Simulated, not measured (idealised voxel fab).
process module | voxel self aligned contacts
cross-section cut | 290 nm wide | cells 5 nm
A cross-section is a grid of square cells, given in bands from the top down. A band is one or more rows of cells.
Each band's line starts with the height of the band's top and of its bottom, in nm. Then come its materials from left to right, each with its width in nm. One material with "throughout" fills the band from edge to edge. "air" is empty space.
Height 0 is the level under which the wafer as received is all one material. The lowest band goes on downwards, as in "0 down".
A width such as "30 to 40" changes by the same amount from each row of cells to the next, from the band's top row to its bottom row.
"no change" after a step means that no cell of the cross-section changed.
closed voids: empty space of 8 cells or more with no open way to the top, each as width x height at its distance from the left edge, in nm
after a step's settings: what the simulator itself notes on the step
overlay nm, on a step with a mask: how far to the right of its planned place the mask lay; to the left if negative
plan
1 op RECEIVE | material Si
2 op CONFORMAL_DEP | material SiO2 | thk nm 5
3 op DIRECTIONAL_DEP | material polySi | thk nm 25
4 op DIRECTIONAL_DEP | material SiN | thk nm 20
5 op DIRECTIONAL_DEP | material aC | thk nm 10
6 op PATTERN | tone cover | mask id GATE | material resist | width nm 35 | pitch nm 60 | thk nm 25 | overlay nm 0
7 op DIRECTIONAL_ETCH | etch materials aC | depth nm 10
8 op STRIP | etch materials resist
9 op DIRECTIONAL_ETCH | etch materials SiN | depth nm 20
10 op DIRECTIONAL_ETCH | etch materials polySi | depth nm 25
11 op STRIP | etch materials aC
12 op CONFORMAL_DEP | material SiN | thk nm 5
13 op DIRECTIONAL_ETCH | etch materials SiN | depth nm 5
14 op FILL_DEP | material SiO2 | thk nm 10
15 op CMP | height nm 55
16 op MASKED_ETCH | tone open | mask id CONTACT | width nm 35 | etch materials SiO2 | depth nm 55 | overlay nm 0
17 op CONFORMAL_DEP | material TiN | thk nm 5
18 op FILL_DEP | material W | thk nm 5
19 op CMP | height nm 55
20 op CONFORMAL_DEP | material SiN | thk nm 5
first wafer, as planned
as received, after step 1
  0 down: Si throughout
  closed voids: none
after step 2
  5 to 0: SiO2 throughout
  below 0: unchanged
after step 3
  30 to 5: polySi throughout
  below 5: unchanged
after step 4
  50 to 30: SiN throughout
  below 30: unchanged
after step 5
  60 to 50: aC throughout
  below 50: unchanged
after step 6
  85 to 60: air 95 | resist 35 | air 25 | resist 35 | air 100
  below 60: unchanged
after step 7
  75 to 60: air 95 | resist 35 | air 25 | resist 35 | air 100
  60 to 50: air 95 | aC 35 | air 25 | aC 35 | air 100
  below 50: unchanged
after step 8
  60 to 50: air 95 | aC 35 | air 25 | aC 35 | air 100
  below 50: unchanged
after step 9
  60 to 50: air 95 | aC 35 | air 25 | aC 35 | air 100
  50 to 30: air 95 | SiN 35 | air 25 | SiN 35 | air 100
  below 30: unchanged
after step 10
  60 to 50: air 95 | aC 35 | air 25 | aC 35 | air 100
  50 to 30: air 95 | SiN 35 | air 25 | SiN 35 | air 100
  30 to 5: air 95 | polySi 35 | air 25 | polySi 35 | air 100
  below 5: unchanged
after step 11
  50 to 30: air 95 | SiN 35 | air 25 | SiN 35 | air 100
  below 30: unchanged
after step 12
  55 to 30: air 90 | SiN 45 | air 15 | SiN 45 | air 95
  30 to 10: air 90 | SiN 5 | polySi 35 | SiN 5 | air 15 | SiN 5 | polySi 35 | SiN 5 | air 95
  10 to 5: SiN 95 | polySi 35 | SiN 25 | polySi 35 | SiN 100
  below 5: unchanged
after step 13
  50 to 30: air 90 | SiN 45 | air 15 | SiN 45 | air 95
  30 to 5: air 90 | SiN 5 | polySi 35 | SiN 5 | air 15 | SiN 5 | polySi 35 | SiN 5 | air 95
  below 5: unchanged
after step 14
  60 to 50: SiO2 throughout
  50 to 30: SiO2 90 | SiN 45 | SiO2 15 | SiN 45 | SiO2 95
  30 to 5: SiO2 90 | SiN 5 | polySi 35 | SiN 5 | SiO2 15 | SiN 5 | polySi 35 | SiN 5 | SiO2 95
  below 5: unchanged
after step 15
  55 to 50: SiO2 throughout
  below 50: unchanged
after step 16
  55 to 50: SiO2 125 | air 35 | SiO2 130
  50 to 30: SiO2 90 | SiN 45 | air 15 | SiN 45 | SiO2 95
  30 to 5: SiO2 90 | SiN 5 | polySi 35 | SiN 5 | air 15 | SiN 5 | polySi 35 | SiN 5 | SiO2 95
  5 to 0: SiO2 135 | air 15 | SiO2 140
  below 0: unchanged
after step 17
  60 to 55: TiN 130 | air 25 | TiN 135
  55 to 50: SiO2 125 | TiN 15 | air 5 | TiN 15 | SiO2 130
  50 to 30: SiO2 90 | SiN 45 | TiN 5 | air 5 | TiN 5 | SiN 45 | SiO2 95
  30 to 5: SiO2 90 | SiN 5 | polySi 35 | SiN 5 | TiN 5 | air 5 | TiN 5 | SiN 5 | polySi 35 | SiN 5 | SiO2 95
  5 to 0: SiO2 135 | TiN 15 | SiO2 140
  below 0: unchanged
after step 18
  65 to 60: W throughout
  60 to 55: TiN 130 | W 25 | TiN 135
  55 to 50: SiO2 125 | TiN 15 | W 5 | TiN 15 | SiO2 130
  50 to 30: SiO2 90 | SiN 45 | TiN 5 | W 5 | TiN 5 | SiN 45 | SiO2 95
  30 to 5: SiO2 90 | SiN 5 | polySi 35 | SiN 5 | TiN 5 | W 5 | TiN 5 | SiN 5 | polySi 35 | SiN 5 | SiO2 95
  below 5: unchanged
after step 19
  55 to 50: SiO2 125 | TiN 15 | W 5 | TiN 15 | SiO2 130
  below 50: unchanged
after step 20
  60 to 55: SiN throughout
  below 55: unchanged
second wafer: like start, like plan, one mistake. Through step 5 it matches the first wafer
when step 6 should have ended
  85 to 60: resist 95 | air 35 | resist 25 | air 35 | resist 100
  below 60: unchanged
when step 7 should have ended
  75 to 60: resist 95 | air 35 | resist 25 | air 35 | resist 100
  60 to 50: aC 95 | air 35 | aC 25 | air 35 | aC 100
  below 50: unchanged
when step 8 should have ended
  60 to 50: aC 95 | air 35 | aC 25 | air 35 | aC 100
  below 50: unchanged
when step 9 should have ended
  60 to 50: aC 95 | air 35 | aC 25 | air 35 | aC 100
  50 to 30: SiN 95 | air 35 | SiN 25 | air 35 | SiN 100
  below 30: unchanged
when step 10 should have ended
  60 to 50: aC 95 | air 35 | aC 25 | air 35 | aC 100
  50 to 30: SiN 95 | air 35 | SiN 25 | air 35 | SiN 100
  30 to 5: polySi 95 | air 35 | polySi 25 | air 35 | polySi 100
  below 5: unchanged
when step 11 should have ended
  50 to 30: SiN 95 | air 35 | SiN 25 | air 35 | SiN 100
  below 30: unchanged
when step 12 should have ended
  55 to 30: SiN 100 | air 25 | SiN 35 | air 25 | SiN 105
  30 to 10: polySi 95 | SiN 5 | air 25 | SiN 5 | polySi 25 | SiN 5 | air 25 | SiN 5 | polySi 100
  10 to 5: polySi 95 | SiN 35 | polySi 25 | SiN 35 | polySi 100
  below 5: unchanged
when step 13 should have ended
  50 to 30: SiN 100 | air 25 | SiN 35 | air 25 | SiN 105
  30 to 5: polySi 95 | SiN 5 | air 25 | SiN 5 | polySi 25 | SiN 5 | air 25 | SiN 5 | polySi 100
  below 5: unchanged
when step 14 should have ended
  60 to 50: SiO2 throughout
  50 to 30: SiN 100 | SiO2 25 | SiN 35 | SiO2 25 | SiN 105
  30 to 5: polySi 95 | SiN 5 | SiO2 25 | SiN 5 | polySi 25 | SiN 5 | SiO2 25 | SiN 5 | polySi 100
  below 5: unchanged
when step 15 should have ended
  55 to 50: SiO2 throughout
  below 50: unchanged
when step 16 should have ended
  55 to 50: SiO2 125 | air 35 | SiO2 130
  below 50: unchanged
when step 17 should have ended
  60 to 55: TiN 130 | air 25 | TiN 135
  55 to 50: SiO2 125 | TiN 35 | SiO2 130
  below 50: unchanged
when step 18 should have ended
  65 to 60: W throughout
  60 to 55: TiN 130 | W 25 | TiN 135
  below 55: unchanged
when step 19 should have ended
  55 to 50: SiO2 125 | TiN 35 | SiO2 130
  below 50: unchanged
when step 20 should have ended
  60 to 55: SiN throughout
  below 55: unchanged
what went wrong: step 6 ran as: op PATTERN | tone open | mask id GATE | material resist | width nm 35 | pitch nm 60 | thk nm 25 | overlay nm 0
at the end the second wafer has, in cells: 120 more of SiN | 240 fewer of SiO2 | 20 fewer of TiN | 10 fewer of W | 150 more of polySi
